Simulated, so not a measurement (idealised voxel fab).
The following is a process module called voxel ribs on slabs.
Cross-section cut spans 155 nm and uses square cells 5 nm in size.
Each cross-section below is a grid of square cells, stated as bands in top-down order, with one or more rows of cells making up each band. Basically the band line says how high the top is and how high the bottom is, in nm, and then what's in it from left to right, every material with its width in nm. Empty space shows up as "empty", and if a single material carries "throughout" it runs the full band edge to edge. A quick word on heights: they are counted from 0, and under that level the wafer as it came to us is one material throughout. The lowest band is different from the rest in having no bottom; it simply continues downward, written as in "0..down". Think of "30..40" as a width that walks from the first number to the second as you go down the band, top row to bottom row, taking equal-sized steps from row to row. "remained the same" for a step: no cell of the cross-section changed in that step. Basically, "closed voids" tells you about the enclosed voids: empty spaces with no open way to the top, 8 cells or bigger, each written width x height at distance, where distance is from the left edge, all in nm. Note: text after step settings on the step line = simulator remark on that step. If you see "overlay nm" on a step's line and that step has a mask, it's telling you how far right of where it was planned the mask ended up; a negative number means it went left instead.
# So here's the lineup of process steps we planned
1) RECEIVE, material Si
2) DIRECTIONAL_DEP, material SiO2, thk nm 20
3) DIRECTIONAL_DEP, material polySi, thk nm 25
4) PATTERN, tone cover, mask id RIB, material resist, width nm 25, thk nm 15, overlay nm 0
5) DIRECTIONAL_ETCH, etch materials polySi, depth nm 5
6) STRIP, etch materials resist
7) MASKED_ETCH, tone cover, mask id SLAB, width nm 85, etch materials polySi, depth nm 20, overlay nm 0
8) FILL_DEP, material SiO2, thk nm 30
9) CMP, height nm 65
10) DIRECTIONAL_DEP, material TiN, thk nm 10
11) DIRECTIONAL_DEP, material aC, thk nm 5
12) PATTERN, tone cover, mask id HEATER, material resist, width nm 35, thk nm 30, overlay nm 0
13) DIRECTIONAL_ETCH, etch materials aC, depth nm 10
14) STRIP, etch materials resist
15) DIRECTIONAL_ETCH, etch materials TiN, depth nm 10
16) STRIP, etch materials aC
17) CONFORMAL_DEP, material SiN, thk nm 10
Wafers differ in thk nm at step 11; plan lists the first wafer's value; identical starting state.
# Incoming state of the first of several wafers in cross-section: after step 1
- 0..down | Si throughout
- closed voids: none
# Quick key for the table: a row per wafer, taken at the end of the module. For each material it tells you how many cells the wafer gained (+) or lost (-) since it came in, and the closed voids come after
thk nm 5, +70 SiN, +330 SiO2, +14 TiN, +73 polySi, closed voids: none
thk nm 10, +70 SiN, +330 SiO2, +14 TiN, +73 polySi, closed voids: none
thk nm 15, +62 SiN, +330 SiO2, +62 TiN, +73 polySi, closed voids: none
thk nm 20, +62 SiN, +330 SiO2, +62 TiN, +73 polySi, closed voids: none
thk nm 25, +62 SiN, +330 SiO2, +62 TiN, +73 polySi, closed voids: none
